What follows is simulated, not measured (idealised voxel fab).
This section sets out a process module, namely voxel capacitor over wiring.
The width of the displayed cross-section, cut, is 280 nm; its cells are square, with a size of 5 nm.
Notation: cross-section as square-cell grid; stated in bands, top first, going down; one or more cell rows per band.
Heights first: top, then bottom, in nm. Then materials, left to right, each with a width in nm. "everywhere" on a single material: fills the band edge to edge. "blank": empty space.
Where do heights start? At 0: under that level the wafer as delivered is made of one material only. And the lowest band has no floor; it just carries on downward, as in "0 down".
Width: "30..40" (first number = top row, second number = bottom row, same change from row to row of cells).
For the purposes of this document, the phrase "all unchanged" attached to a step denotes that no cell within the cross-section was modified by that step.
In "Sealed void listing" the enclosed voids are listed, meaning empty spaces of 8 cells or larger without any opening to the top. The form is width x height at distance, distance from the left edge, units nm.
after a step's settings: what the simulator itself notes on the step
overlay nm: mask right of planned place by this much (step with mask). Neg. = left.
[The planned process steps are enumerated hereunder]
1: RECEIVE | material Si
2: CONFORMAL_DEP | material SiO2 | thk nm 10
3: CONFORMAL_DEP | material SiCN | thk nm 5
4: DIRECTIONAL_DEP | material lowk | thk nm 25
5: PATTERN | tone open | mask id METAL_1 | material resist | width nm 25 | pitch nm 90 | thk nm 15 | overlay nm 0
6: DIRECTIONAL_ETCH | etch materials lowk | depth nm 25
7: DIRECTIONAL_ETCH | etch materials SiCN | depth nm 5
8: STRIP | etch materials resist
9: CONFORMAL_DEP | material TiN | thk nm 5
10: FILL_DEP | material Cu | thk nm 10
11: CMP | height nm 40
12: CONFORMAL_DEP | material SiCN | thk nm 5
13: DIRECTIONAL_DEP | material SiO2 | thk nm 15
14: DIRECTIONAL_DEP | material aC | thk nm 10
15: PATTERN | tone open | mask id PLUG_1 | material resist | width nm 15 | thk nm 30 | overlay nm 0
16: DIRECTIONAL_ETCH | etch materials aC | depth nm 10
17: STRIP | etch materials resist
18: DIRECTIONAL_ETCH | etch materials SiO2 | depth nm 15
19: DIRECTIONAL_ETCH | etch materials SiCN | depth nm 5
20: STRIP | etch materials aC
21: EPI | material Ru | thk nm 10
22: EPI | material Ru | thk nm 10
23: DIRECTIONAL_DEP | material TiN | thk nm 10
24: DIRECTIONAL_DEP | material HfO2 | thk nm 5
25: DIRECTIONAL_DEP | material TiN | thk nm 10
26: MASKED_ETCH | tone cover | mask id UPPER_PLATE | width nm 70 | etch materials TiN | depth nm 10 | overlay nm 0
27: MASKED_ETCH | tone cover | mask id UPPER_PLATE | width nm 70 | etch materials HfO2 | depth nm 5 | overlay nm 0
28: MASKED_ETCH | tone cover | mask id LOWER_PLATE | width nm 80 | etch materials TiN | depth nm 10 | overlay nm 0
29: FILL_DEP | material SiO2 | thk nm 20
30: CMP | height nm 100
31: PATTERN | tone open | mask id PLUG_2 | material resist | width nm 15 | thk nm 20 | overlay nm 0
32: DIRECTIONAL_ETCH | etch materials SiO2 | depth nm 15
33: STRIP | etch materials resist
34: CONFORMAL_DEP | material TiN | thk nm 5
35: FILL_DEP | material Ru | thk nm 5
36: CMP | height nm 100
37: CONFORMAL_DEP | material SiN | thk nm 5
[Incoming wafer in cross-section (state: after step 1)]
0 down = Si everywhere
Sealed void listing: none
[Post-module cross-section: identical start and plan to those above, one misstep in execution]
105 to 100 = SiN everywhere
100 to 90 = 100 nm SiO2; 5 nm TiN; 5 nm Ru; 5 nm TiN; 165 nm SiO2
90 to 85 = 100 nm SiO2; 15 nm TiN; 165 nm SiO2
85 to 75 = 90 nm SiO2; 70 nm TiN; 120 nm SiO2
75 to 70 = 90 nm SiO2; 70 nm HfO2; 120 nm SiO2
70 to 60 = 85 nm SiO2; 80 nm TiN; 115 nm SiO2
60 to 45 = 90 nm SiO2; 15 nm Ru; 175 nm SiO2
45 to 40 = 90 nm SiCN; 15 nm Ru; 175 nm SiCN
40 to 35 = 80 nm SiCN; 25 nm TiN; 65 nm SiCN; 25 nm TiN; 85 nm SiCN
35 to 10 = lowk everywhere
10 to 0 = SiO2 everywhere
0 down = Si everywhere
Sealed void listing: none
What went wrong in running the wafer? the intended sequence of steps 3 and 4 was reversed during processing, with each occupying the position of the other
